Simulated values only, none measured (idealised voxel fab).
process module | voxel air gaps
cross-section cut | 240 nm wide | cells 5 nm
Cross-section spec: square-cell grid; bands listed top down; each band is one or more rows. This entry defines a band. It first specifies the height of the band's top and the height of its bottom in nm, and then specifies the band's materials from left to right, stating each material with its width in nm. The word "full width" identifies a single material that fills the band from edge to edge, while the word "blank" identifies empty space. Below 0: as-received wafer, all one material; heights counted from there. Lowest band: no bottom, goes on down, written "0 nm and below". The width entry "30 to 40" should be interpreted row by row: the top row of cells in the band takes the first number, the bottom row takes the second number, and the change between adjacent rows is uniform throughout. Key: "nothing altered" - step with no changed cell in the cross-section. Empty spaces counting at least 8 cells and having no open way to the top are listed in "Fully enclosed voids". The notation width x height at distance is used for each, the distance being from the left edge and all three values in nm. It should be noted that, on the line of a given step, the content following the step's settings is a remark produced by the simulator itself with respect to that step. Among the settings permitted on a step's line is "overlay nm"; applied to a step with a mask, it specifies the extent to which the mask lay to the right of its planned position, whereas a negative figure signifies a position to the left.
Steps in the process plan:
step 1: RECEIVE [material Si]
step 2: CONFORMAL_DEP [material SiO2] [thk nm 5]
step 3: CONFORMAL_DEP [material SiCN] [thk nm 5]
step 4: DIRECTIONAL_DEP [material lowk] [thk nm 30]
step 5: PATTERN [tone open] [mask id LINES] [material resist] [width nm 15] [pitch nm 45] [thk nm 20] [overlay nm 0]
step 6: DIRECTIONAL_ETCH [etch materials lowk] [depth nm 30]
step 7: STRIP [etch materials resist]
step 8: CONFORMAL_DEP [material TiN] [thk nm 5]
step 9: FILL_DEP [material Cu] [thk nm 10]
step 10: CMP [height nm 50]
step 11: EPI [material Ru] [thk nm 10]
step 12: SELECTIVE_ETCH [etch materials lowk] [depth nm 40]
step 13: CONFORMAL_DEP [material SiCN] [thk nm 5]
Keep in mind the plan's value for the thk nm of step 2 comes from the first wafer; the wafers don't share that setting, but they do share the same starting point.
Cross-section, first of several wafers, as delivered after step 1:
    0 nm and below = Si full width
    Fully enclosed voids: none
Here's the first of several wafers in cross-section, end of the module, after the last step, step 13:
    65 nm to 60 nm = SiCN full width
    60 nm to 50 nm = Ru full width
    50 nm to 45 nm = Cu full width
    45 nm to 40 nm = 70 TiN, then 5 Cu, then 40 TiN, then 5 Cu, then 40 TiN, then 5 Cu, then 75 TiN
    40 nm to 15 nm = 65 lowk, then 5 TiN, then 5 Cu, then 5 TiN, then 30 lowk, then 5 TiN, then 5 Cu, then 5 TiN, then 30 lowk, then 5 TiN, then 5 Cu, then 5 TiN, then 70 lowk
    15 nm to 10 nm = 65 lowk, then 15 TiN, then 30 lowk, then 15 TiN, then 30 lowk, then 15 TiN, then 70 lowk
    10 nm to 5 nm = SiCN full width
    5 nm to 0 nm = SiO2 full width
    0 nm and below = Si full width
    Fully enclosed voids: none
A cross-section through the last wafer at the close of the module:
    65 nm to 60 nm = 50 blank, then 135 SiCN, then 55 blank
    60 nm to 50 nm = 50 blank, then 5 SiCN, then 35 Ru, then 10 SiCN, then 35 Ru, then 10 SiCN, then 35 Ru, then 5 SiCN, then 55 blank
    50 nm to 45 nm = 50 blank, then 15 SiCN, then 5 TiN, then 5 Cu, then 5 TiN, then 30 SiCN, then 5 TiN, then 5 Cu, then 5 TiN, then 30 SiCN, then 5 TiN, then 5 Cu, then 5 TiN, then 15 SiCN, then 55 blank
    45 nm to 40 nm = 60 blank, then 5 SiCN, then 5 TiN, then 5 Cu, then 5 TiN, then 5 SiCN, then 20 blank, then 5 SiCN, then 5 TiN, then 5 Cu, then 5 TiN, then 5 SiCN, then 20 blank, then 5 SiCN, then 5 TiN, then 5 Cu, then 5 TiN, then 5 SiCN, then 65 blank
    40 nm to 35 nm = 65 SiCN, then 15 TiN, then 30 SiCN, then 15 TiN, then 30 SiCN, then 15 TiN, then 70 SiCN
    35 nm to 30 nm = SiCN full width
    30 nm to 0 nm = SiO2 full width
    0 nm and below = Si full width
    Fully enclosed voids: none
Wafer rows, end of module: cells per material gained (+) or lost (-) since receipt; closed voids last:
thk nm 5 | +66 Cu | +96 Ru | +96 SiCN | +48 SiO2 | +84 TiN | +234 lowk | Fully enclosed voids: none
thk nm 10 | +18 Cu | +96 Ru | +96 SiCN | +96 SiO2 | +84 TiN | +234 lowk | Fully enclosed voids: none
thk nm 15 | +15 Cu | +42 Ru | +168 SiCN | +144 SiO2 | +39 TiN | Fully enclosed voids: 20 x 20 at 85; 20 x 20 at 130
thk nm 20 | +12 Cu | +42 Ru | +162 SiCN | +192 SiO2 | +33 TiN | Fully enclosed voids: 20 x 15 at 85; 20 x 15 at 130
thk nm 25 | +9 Cu | +42 Ru | +156 SiCN | +240 SiO2 | +27 TiN | Fully enclosed voids: 20 x 10 at 85; 20 x 10 at 130
thk nm 30 | +6 Cu | +42 Ru | +150 SiCN | +288 SiO2 | +21 TiN | Fully enclosed voids: none
